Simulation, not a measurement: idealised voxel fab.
process module | voxel released beams
cross-section cut | 215 nm wide | cells 5 nm
A cross-section is a grid of square cells, given in bands from the top down. A band is one or more rows of cells.
Each band's line starts with the height of the band's top and of its bottom, in nm. Then come its materials from left to right, each with its width in nm. One material with "throughout" fills the band from edge to edge. "air" is empty space.
Height 0 is the level under which the wafer as received is all one material. The lowest band goes on downwards, as in "0 down".
A width such as "30 to 40" changes by the same amount from each row of cells to the next, from the band's top row to its bottom row.
"no change" after a step means that no cell of the cross-section changed.
closed voids: empty space of 8 cells or more with no open way to the top, each as width x height at its distance from the left edge, in nm
after a step's settings: what the simulator itself notes on the step
overlay nm, on a step with a mask: how far to the right of its planned place the mask lay; to the left if negative
plan
1 op RECEIVE | material Si
2 op CONFORMAL_DEP | material SiN | thk nm 10
3 op DIRECTIONAL_DEP | material SiO2 | thk nm 10
4 op DIRECTIONAL_DEP | material aC | thk nm 10
5 op PATTERN | tone open | mask id ANCHOR | material resist | width nm 40 | thk nm 25 | overlay nm 0
6 op DIRECTIONAL_ETCH | etch materials aC | depth nm 10
7 op STRIP | etch materials resist
8 op DIRECTIONAL_ETCH | etch materials SiO2 | depth nm 10
9 op STRIP | etch materials aC
10 op CONFORMAL_DEP | material polySi | thk nm 15
11 op MASKED_ETCH | tone cover | mask id BEAM | width nm 100 | etch materials polySi | depth nm 15 | overlay nm 0
12 op STRIP | etch materials SiO2
first wafer, as planned
as received, after step 1
  0 down: Si throughout
  closed voids: none
after step 2
  10 to 0: SiN throughout
  below 0: unchanged
after step 3
  20 to 10: SiO2 throughout
  below 10: unchanged
after step 4
  30 to 20: aC throughout
  below 20: unchanged
after step 5
  55 to 30: resist 60 | air 40 | resist 115
  below 30: unchanged
after step 6
  45 to 30: resist 60 | air 40 | resist 115
  30 to 20: aC 60 | air 40 | aC 115
  below 20: unchanged
after step 7
  30 to 20: aC 60 | air 40 | aC 115
  below 20: unchanged
after step 8
  30 to 20: aC 60 | air 40 | aC 115
  20 to 10: SiO2 60 | air 40 | SiO2 115
  below 10: unchanged
after step 9
  20 to 10: SiO2 60 | air 40 | SiO2 115
  below 10: unchanged
after step 10
  35 to 25: polySi 75 | air 10 | polySi 130
  25 to 20: polySi throughout
  20 to 10: SiO2 60 | polySi 40 | SiO2 115
  below 10: unchanged
after step 11
  35 to 25: air 55 | polySi 20 | air 10 | polySi 70 | air 60
  25 to 20: air 55 | polySi 100 | air 60
  below 20: unchanged
after step 12
  35 to 25: air 55 | polySi 20 | air 10 | polySi 70 | air 60
  25 to 20: air 55 | polySi 100 | air 60
  20 to 10: air 60 | polySi 40 | air 115
  below 10: unchanged
second wafer: like start, like plan, one mistake. Through step 1 it matches the first wafer
when step 2 should have ended: no change
when step 3 should have ended
  10 to 0: SiO2 throughout
  below 0: unchanged
when step 4 should have ended
  20 to 10: aC throughout
  below 10: unchanged
when step 5 should have ended
  45 to 20: resist 60 | air 40 | resist 115
  below 20: unchanged
when step 6 should have ended
  35 to 20: resist 60 | air 40 | resist 115
  20 to 10: aC 60 | air 40 | aC 115
  below 10: unchanged
when step 7 should have ended
  20 to 10: aC 60 | air 40 | aC 115
  below 10: unchanged
when step 8 should have ended
  20 to 10: aC 60 | air 40 | aC 115
  10 to 0: SiO2 60 | air 40 | SiO2 115
  below 0: unchanged
when step 9 should have ended
  10 to 0: SiO2 60 | air 40 | SiO2 115
  below 0: unchanged
when step 10 should have ended
  25 to 15: polySi 75 | air 10 | polySi 130
  15 to 10: polySi throughout
  10 to 0: SiO2 60 | polySi 40 | SiO2 115
  below 0: unchanged
when step 11 should have ended
  25 to 15: air 55 | polySi 20 | air 10 | polySi 70 | air 60
  15 to 10: air 55 | polySi 100 | air 60
  below 10: unchanged
when step 12 should have ended
  25 to 15: air 55 | polySi 20 | air 10 | polySi 70 | air 60
  15 to 10: air 55 | polySi 100 | air 60
  10 to 0: air 60 | polySi 40 | air 115
  below 0: unchanged
what went wrong: step 2 was left out
at the end the second wafer has, in cells: 86 fewer of SiN
